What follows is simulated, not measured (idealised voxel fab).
Presented below is a process module, voxel lift off.
cross-section cut | 300 nm wide | cells 5 nm
Cross-section = grid of square cells, listed top down in bands; band = one or more rows. Per band: top height and bottom height in nm, followed by the left-to-right materials and their widths in nm; "throughout" marks a single material spanning edge to edge, "empty" marks empty space. The level at which height equals 0 is the one under which the wafer, as it arrives, is entirely one material. No lower edge exists for the bottom band, which continues downward and is notated as in "0 -> down". So if you see something like "30 to 40" for the width, read it as the top row of the band sitting at the first number and the bottom row at the second, with every row in between moving by the same amount as the last. Any step labelled "remained unchanged" changed none of the cells in the cross-section. "Enclosed void catalog" lists enclosed empty spaces (at least 8 cells, no open path upward to the top), each as width x height at distance from the left edge, in nm. Note: text after step settings on the step line = simulator remark on that step. overlay nm: how far to the right of its planned place the mask lay on this masked step (negative: to the left).
Listed below are the process steps as planned
1. RECEIVE: material Si
2. CONFORMAL_DEP: material Al2O3, thk nm 5
3. PATTERN: tone open, mask id LINES, material resist, width nm 20, pitch nm 45, thk nm 15, overlay nm -15
4. DIRECTIONAL_DEP: material Ru, thk nm 5
5. STRIP: etch materials resist
6. CONFORMAL_DEP: material SiO2, thk nm 5
Across this set of wafers, the varied parameter is the overlay nm of step 3. Starting conditions are identical for every wafer, and the plan reports the value assigned to the first wafer.
So this is the first of several wafers, cross-sectioned as it came to us, meaning it's at the end of step 1
* 0 -> down | Si throughout
* Enclosed void catalog: none
The table below has one row for each wafer; a row shows, as of the end of the module, how many cells of each material the wafer has gained, marked (+), or lost, marked (-), since it was received, and then the wafer's closed voids
overlay nm -15, +60 Al2O3, +12 Ru, +66 SiO2, Enclosed void catalog: none
overlay nm -10, +60 Al2O3, +12 Ru, +66 SiO2, Enclosed void catalog: none
overlay nm -5, +60 Al2O3, +12 Ru, +66 SiO2, Enclosed void catalog: none
overlay nm 0, +60 Al2O3, +12 Ru, +66 SiO2, Enclosed void catalog: none
overlay nm 5, +60 Al2O3, +12 Ru, +66 SiO2, Enclosed void catalog: none
overlay nm 10, +60 Al2O3, +12 Ru, +66 SiO2, Enclosed void catalog: none
overlay nm 15, +60 Al2O3, +12 Ru, +66 SiO2, Enclosed void catalog: none
